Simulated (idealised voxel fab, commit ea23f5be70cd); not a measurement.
Process module heading - voxel fin reveal
cross-section cut | 295 nm wide | cells 5 nm
A cross-section is written here as square cells arranged in a grid, and it is given in bands from the top down, each band taking up one or more rows of cells. Heights first: top, then bottom, in nm. Then materials, left to right, each with a width in nm. "edge to edge" on a single material: fills the band edge to edge. "empty": empty space. Heights from 0 (as-received wafer is one material below). Bottom band endless downward, as "top 0, no bottom". A two-number width, for instance "30->40", indicates that the width is equal to the first number in the top row of the band and to the second number in the bottom row, and that it changes by a constant amount per row of cells. The designation "no change", where it is given for a processing step, indicates that no cell of the cross-section was altered in the course of that step. Basically, "Closed void roster" tells you about the enclosed voids: empty spaces with no open way to the top, 8 cells or bigger, each written width x height at distance, where distance is from the left edge, all in nm. On each step's line, the part that comes after the settings is the simulator's own comment on the step. The optional step-line setting "overlay nm" applies to steps with a mask and quantifies how far to the right of its planned location the mask lay, a negative value indicating leftward placement.

Process steps (planned)
step 1: RECEIVE: material Si
step 2: CONFORMAL_DEP: material SiN, thk nm 10
step 3: MASKED_ETCH: tone cover, mask id FINS, width nm 15, pitch nm 40, etch materials SiN, depth nm 10, overlay nm 0
step 4: MASKED_ETCH: tone cover, mask id FINS, width nm 15, pitch nm 40, etch materials Si, depth nm 30, overlay nm 0
step 5: FILL_DEP: material SiO2, thk nm 5
step 6: CMP: height nm 10
step 7: SELECTIVE_ETCH: etch materials SiO2, depth nm 30
step 8: STRIP: etch materials SiN
step 9: CONFORMAL_DEP: material HfO2, thk nm 5

Step 1 complete: cross-section of the wafer as received
top 0, no bottom = Si edge to edge
Closed void roster: none

End-of-module cross-section of the first of two wafers, processed as planned
top 5, bottom 0 = empty: 95 / HfO2: 25 / empty: 15 / HfO2: 25 / empty: 15 / HfO2: 25 / empty: 95
top 0, bottom -15 = empty: 95 / HfO2: 5 / Si: 15 / HfO2: 5 / empty: 15 / HfO2: 5 / Si: 15 / HfO2: 5 / empty: 15 / HfO2: 5 / Si: 15 / HfO2: 5 / empty: 95
top -15, bottom -20 = HfO2: 100 / Si: 15 / HfO2: 25 / Si: 15 / HfO2: 25 / Si: 15 / HfO2: 100
top -20, bottom -30 = SiO2: 100 / Si: 15 / SiO2: 25 / Si: 15 / SiO2: 25 / Si: 15 / SiO2: 100
top -30, no bottom = Si edge to edge
Closed void roster: none

Wafer two, sectioned after the module: the first wafer's start, the first wafer's plan, and one mistake in how it was run
top 5, bottom 0 = empty: 95 / HfO2: 25 / empty: 15 / HfO2: 25 / empty: 15 / HfO2: 25 / empty: 95
top 0, bottom -15 = empty: 95 / HfO2: 5 / Si: 15 / HfO2: 5 / empty: 15 / HfO2: 5 / Si: 15 / HfO2: 5 / empty: 15 / HfO2: 5 / Si: 15 / HfO2: 5 / empty: 95
top -15, bottom -20 = HfO2: 100 / Si: 15 / HfO2: 25 / Si: 15 / HfO2: 25 / Si: 15 / HfO2: 100
top -20, bottom -60 = SiO2: 100 / Si: 15 / SiO2: 25 / Si: 15 / SiO2: 25 / Si: 15 / SiO2: 100
top -60, no bottom = Si edge to edge
Closed void roster: none
Misprocessing identified: step 4, plan: ran twice
It is noted that, at the conclusion of processing, the second wafer exhibits a higher or lower cell count for certain materials relative to the first: Si: 300 fewer, SiO2: 300 more
